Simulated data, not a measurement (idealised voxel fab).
process module | voxel wiring stack
cross-section cut | 285 nm wide | cells 5 nm
A cross-section is a grid of square cells, given in bands from the top down. A band is one or more rows of cells.
Each band's line starts with the height of the band's top and of its bottom, in nm. Then come its materials from left to right, each with its width in nm. One material with "throughout" fills the band from edge to edge. "air" is empty space.
Height 0 is the level under which the wafer as received is all one material. The lowest band goes on downwards, as in "0 down".
A width such as "30 to 40" changes by the same amount from each row of cells to the next, from the band's top row to its bottom row.
"no change" after a step means that no cell of the cross-section changed.
closed voids: empty space of 8 cells or more with no open way to the top, each as width x height at its distance from the left edge, in nm
after a step's settings: what the simulator itself notes on the step
overlay nm, on a step with a mask: how far to the right of its planned place the mask lay; to the left if negative
plan
1 op RECEIVE | material Si
2 op CONFORMAL_DEP | material SiO2 | thk nm 15
3 op CONFORMAL_DEP | material SiN | thk nm 5
4 op DIRECTIONAL_DEP | material SiO2 | thk nm 20
5 op PATTERN | tone open | mask id METAL_1 | material resist | width nm 20 | pitch nm 45 | thk nm 20 | overlay nm 0
6 op DIRECTIONAL_ETCH | etch materials SiO2 | depth nm 20
7 op DIRECTIONAL_ETCH | etch materials SiN | depth nm 5
8 op STRIP | etch materials resist
9 op CONFORMAL_DEP | material TiN | thk nm 5
10 op FILL_DEP | material Cu | thk nm 10
11 op CMP | height nm 40
12 op CONFORMAL_DEP | material SiCN | thk nm 5
13 op DIRECTIONAL_DEP | material lowk | thk nm 15
14 op DIRECTIONAL_DEP | material aC | thk nm 10
15 op PATTERN | tone open | mask id PLUG_1 | material resist | width nm 15 | pitch nm 90 | thk nm 30 | overlay nm 0
16 op DIRECTIONAL_ETCH | etch materials aC | depth nm 10
17 op STRIP | etch materials resist
18 op DIRECTIONAL_ETCH | etch materials lowk | depth nm 15
19 op DIRECTIONAL_ETCH | etch materials SiCN | depth nm 5
20 op STRIP | etch materials aC
21 op CONFORMAL_DEP | material TiN | thk nm 5
22 op FILL_DEP | material Ru | thk nm 5
23 op CMP | height nm 60
24 op CONFORMAL_DEP | material SiCN | thk nm 5
25 op DIRECTIONAL_DEP | material lowk | thk nm 15
26 op MASKED_ETCH | tone open | mask id METAL_2 | width nm 20 | pitch nm 45 | etch materials lowk | depth nm 15 | overlay nm 0
27 op MASKED_ETCH | tone open | mask id METAL_2 | width nm 20 | pitch nm 45 | etch materials SiCN | depth nm 5 | overlay nm 0
28 op CONFORMAL_DEP | material TiN | thk nm 5
29 op FILL_DEP | material Cu | thk nm 5
30 op CMP | height nm 80
31 op EPI | material Ru | thk nm 5
32 op FILL_DEP | material SiCN | thk nm 5
as received, after step 1
  0 down: Si throughout
  closed voids: none
first wafer at the end, as planned
  90 to 85: SiCN throughout
  85 to 80: SiCN 80 | Ru 30 | SiCN 15 | Ru 30 | SiCN 15 | Ru 30 | SiCN 85
  80 to 65: lowk 85 | TiN 5 | Cu 10 | TiN 5 | lowk 25 | TiN 5 | Cu 10 | TiN 5 | lowk 25 | TiN 5 | Cu 10 | TiN 5 | lowk 90
  65 to 60: SiCN 85 | TiN 20 | SiCN 25 | TiN 20 | SiCN 25 | TiN 20 | SiCN 90
  60 to 45: lowk 85 | TiN 5 | Ru 5 | TiN 5 | lowk 75 | TiN 5 | Ru 5 | TiN 5 | lowk 95
  45 to 40: SiCN 85 | TiN 15 | SiCN 75 | TiN 15 | SiCN 95
  40 to 20: SiO2 85 | TiN 5 | Cu 10 | TiN 5 | SiO2 25 | TiN 5 | Cu 10 | TiN 5 | SiO2 25 | TiN 5 | Cu 10 | TiN 5 | SiO2 90
  20 to 15: SiN 85 | TiN 20 | SiN 25 | TiN 20 | SiN 25 | TiN 20 | SiN 90
  15 to 0: SiO2 throughout
  0 down: Si throughout
  closed voids: none
second wafer at the end: like start, like plan, one mistake
  90 to 85: SiCN throughout
  85 to 80: SiCN 80 | Ru 30 | SiCN 15 | Ru 30 | SiCN 15 | Ru 30 | SiCN 85
  80 to 70: lowk 85 | TiN 5 | Cu 10 | TiN 5 | lowk 25 | TiN 5 | Cu 10 | TiN 5 | lowk 25 | TiN 5 | Cu 10 | TiN 5 | lowk 90
  70 to 65: lowk 85 | TiN 20 | lowk 25 | TiN 20 | lowk 25 | TiN 20 | lowk 90
  65 to 60: SiCN 95 | TiN 10 | SiCN 35 | TiN 10 | SiCN 35 | TiN 10 | SiCN 90
  60 to 45: lowk 85 | TiN 5 | Ru 5 | TiN 5 | lowk 75 | TiN 5 | Ru 5 | TiN 5 | lowk 95
  45 to 40: SiCN 85 | TiN 15 | SiCN 75 | TiN 15 | SiCN 95
  40 to 20: SiO2 85 | TiN 5 | Cu 10 | TiN 5 | SiO2 25 | TiN 5 | Cu 10 | TiN 5 | SiO2 25 | TiN 5 | Cu 10 | TiN 5 | SiO2 90
  20 to 15: SiN 85 | TiN 20 | SiN 25 | TiN 20 | SiN 25 | TiN 20 | SiN 90
  15 to 0: SiO2 throughout
  0 down: Si throughout
  closed voids: none
what went wrong: step 27 ran as: op MASKED_ETCH | tone open | mask id METAL_2 | width nm 20 | pitch nm 45 | etch materials SiCN | depth nm 5 | overlay nm 10
at the end the second wafer has, in cells: 6 fewer of Cu | 6 more of SiCN
